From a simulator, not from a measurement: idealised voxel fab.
Proc. module: voxel plated lines
Cross-section cut spans 300 nm and uses square cells 5 nm in size.
Cross-sections here: square-cell grids, written as top-down lists of bands, a band being one or more rows of cells.
Basically the band line says how high the top is and how high the bottom is, in nm, and then what's in it from left to right, every material with its width in nm. Empty space shows up as "air", and if a single material carries "everywhere" it runs the full band edge to edge.
Counting heights begins at 0, where everything beneath is, in the wafer as received, one material. The lowest band has no bottom; it goes on downwards, as "0..down" shows.
A width such as "30 to 40" changes by the same amount from each row of cells to the next, from the band's top row to its bottom row.
Reading "nothing different" for a step: not a cell of the cross-section changed in it.
"Sealed-off cavities" - sealed voids, min. 8 cells, no opening to top; format: width x height at distance (distance from left edge; nm throughout).
Post-settings text on a step line: simulator's own remark regarding the step.
Steps that use a mask can have "overlay nm" on their line. It says how far the mask sat to the right of where it was meant to be. Negative means to the left.

**Process steps - plan**
step 1: RECEIVE,material Si
step 2: CONFORMAL_DEP,material Al2O3,thk nm 10
step 3: DIRECTIONAL_DEP,material TiN,thk nm 5
step 4: PATTERN,tone open,mask id LINES,material resist,width nm 15,pitch nm 45,thk nm 35,overlay nm 0
step 5: EPI,material Ru,thk nm 10
step 6: EPI,material Ru,thk nm 10
step 7: EPI,material Ru,thk nm 10
step 8: STRIP,etch materials resist
step 9: DIRECTIONAL_ETCH,etch materials TiN,depth nm 5
step 10: CONFORMAL_DEP,material SiN,thk nm 5

**Below: the first of two wafers, run as planned**

**Cross-section, incoming material, after step 1**
- 0..down = Si everywhere
- Sealed-off cavities: none

**Once step 2 is through, the wafer looks like this in cross-section**
- 10..0 = Al2O3 everywhere
- Unchanged below 0.

**Once step 3 is through, the wafer looks like this in cross-section**
- 15..10 = TiN everywhere
- Unchanged below 10.

**Once step 4 is through, the wafer looks like this in cross-section**
- 50..15 = resist=95; air=15; resist=30; air=15; resist=30; air=15; resist=100
- Unchanged below 15.

**Once step 5 is through, the wafer looks like this in cross-section**
- 50..25 = resist=95; air=15; resist=30; air=15; resist=30; air=15; resist=100
- 25..15 = resist=95; Ru=15; resist=30; Ru=15; resist=30; Ru=15; resist=100
- Unchanged below 15.

**Once step 6 is through, the wafer looks like this in cross-section**
- 50..35 = resist=95; air=15; resist=30; air=15; resist=30; air=15; resist=100
- 35..15 = resist=95; Ru=15; resist=30; Ru=15; resist=30; Ru=15; resist=100
- Unchanged below 15.

**Once step 7 is through, the wafer looks like this in cross-section**
- 50..45 = resist=95; air=15; resist=30; air=15; resist=30; air=15; resist=100
- 45..15 = resist=95; Ru=15; resist=30; Ru=15; resist=30; Ru=15; resist=100
- Unchanged below 15.

**Once step 8 is through, the wafer looks like this in cross-section**
- 45..15 = air=95; Ru=15; air=30; Ru=15; air=30; Ru=15; air=100
- Unchanged below 15.

**Once step 9 is through, the wafer looks like this in cross-section**
- 45..15 = air=95; Ru=15; air=30; Ru=15; air=30; Ru=15; air=100
- 15..10 = air=95; TiN=15; air=30; TiN=15; air=30; TiN=15; air=100
- Unchanged below 10.

**Once step 10 is through, the wafer looks like this in cross-section**
- 50..45 = air=90; SiN=25; air=20; SiN=25; air=20; SiN=25; air=95
- 45..15 = air=90; SiN=5; Ru=15; SiN=5; air=20; SiN=5; Ru=15; SiN=5; air=20; SiN=5; Ru=15; SiN=5; air=95
- 15..10 = SiN=95; TiN=15; SiN=30; TiN=15; SiN=30; TiN=15; SiN=100
- Unchanged below 10.

**Second of two: same start, same plan, one run error; steps up to and including 6 match the first**

**Cross-section, second wafer, at the end time the plan gives for step 7**
- 35..15 = air=95; Ru=15; air=30; Ru=15; air=30; Ru=15; air=100
- Unchanged below 15.

**Cross-section, second wafer, at the end time the plan gives for step 8**
- 45..25 = air=85; Ru=35; air=10; Ru=35; air=10; Ru=35; air=90
- 25..15 = Ru everywhere
- Unchanged below 15.

Cross-section, second wafer, at the end time the plan gives for step 9: nothing different

**Cross-section, second wafer, at the end time the plan gives for step 10**
- 50..45 = air=80; SiN=135; air=85
- 45..30 = air=80; SiN=5; Ru=35; SiN=10; Ru=35; SiN=10; Ru=35; SiN=5; air=85
- 30..25 = SiN=85; Ru=35; SiN=10; Ru=35; SiN=10; Ru=35; SiN=90
- Unchanged below 25.
Finding, execution versus plan: steps 7 and 8 run out of order (swapped)
Final cells, second wafer relative to first, materials higher or lower: +150 Ru, -18 SiN, +51 TiN
